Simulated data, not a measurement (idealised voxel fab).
The following is a process module called voxel trench capacitor.
It is cross-section cut that appears here, measuring 260 nm in width, its square cells being 5 nm in size.
Think of the cross-section as a grid of square cells. We describe it in bands, top to bottom, and each band covers one or more rows of those cells.
Top height, bottom height, nm. Materials left to right, width each, nm. Single material + "full width" = fills band edge to edge. "blank" = empty.
Basically, 0 is our baseline, since under it the wafer straight out of the box is all one material. The bottom band has no lower end and keeps on going down, so it looks like "0 nm and below".
When a width is written as two numbers, as in "30 to 40", the first number is the width in the top row of cells of the band and the second is the width in its bottom row, and the width changes by the same amount from each row to the next.
When a step is marked "no alterations made", none of the cells in the cross-section changed during that step.
Each empty space that has no open way to the top and spans at least 8 cells appears under "Completely sealed voids" as width x height at distance, the distance counted from the left edge, all in nm.
The remark found on a step's line after its settings is issued by the simulator itself and pertains to that step.
The "overlay nm" setting may appear on a step's line; for a step that uses a mask, it gives how far to the right of its planned position the mask lay, and a negative value indicates the left.
## The following list gives the planned process steps
| 1 | RECEIVE [material Si] |
| 2 | CONFORMAL_DEP [material SiN] [thk nm 10] |
| 3 | DIRECTIONAL_DEP [material aC] [thk nm 15] |
| 4 | PATTERN [tone open] [mask id TRENCH] [material resist] [width nm 30] [pitch nm 55] [thk nm 30] [overlay nm 0] |
| 5 | DIRECTIONAL_ETCH [etch materials aC] [depth nm 15] |
| 6 | STRIP [etch materials resist] |
| 7 | DIRECTIONAL_ETCH [etch materials SiN] [depth nm 10] |
| 8 | DIRECTIONAL_ETCH [etch materials Si] [depth nm 30] |
| 9 | STRIP [etch materials aC] |
| 10 | CONFORMAL_DEP [material HfO2] [thk nm 5] |
| 11 | CONFORMAL_DEP [material TiN] [thk nm 5] |
| 12 | FILL_DEP [material W] [thk nm 10] |
| 13 | CMP [height nm 10] |
## Here's what the wafer looked like in cross-section when it arrived - that's after step 1
> 0 nm and below | Si full width
> Completely sealed voids: none
## The plan above was carried out on the starting structure above with one mistake, and this cross-section shows the wafer at the end of the module
> 10 nm to 0 nm | SiN: 30  TiN: 5  HfO2: 5  W: 10  HfO2: 5  TiN: 5  SiN: 25  TiN: 5  HfO2: 5  W: 10  HfO2: 5  TiN: 5  SiN: 25  TiN: 5  HfO2: 5  W: 10  HfO2: 5  TiN: 5  SiN: 25  TiN: 5  HfO2: 5  W: 10  HfO2: 5  TiN: 5  SiN: 35
> 0 nm to -20 nm | Si: 30  TiN: 5  HfO2: 5  W: 10  HfO2: 5  TiN: 5  Si: 25  TiN: 5  HfO2: 5  W: 10  HfO2: 5  TiN: 5  Si: 25  TiN: 5  HfO2: 5  W: 10  HfO2: 5  TiN: 5  Si: 25  TiN: 5  HfO2: 5  W: 10  HfO2: 5  TiN: 5  Si: 35
> -20 nm to -25 nm | Si: 30  TiN: 5  HfO2: 20  TiN: 5  Si: 25  TiN: 5  HfO2: 20  TiN: 5  Si: 25  TiN: 5  HfO2: 20  TiN: 5  Si: 25  TiN: 5  HfO2: 20  TiN: 5  Si: 35
> -25 nm to -30 nm | Si: 30  TiN: 30  Si: 25  TiN: 30  Si: 25  TiN: 30  Si: 25  TiN: 30  Si: 35
> -30 nm and below | Si full width
> Completely sealed voids: none
What was done differently from what was planned? steps 10 and 11 got flipped, so each one ran where the other should have
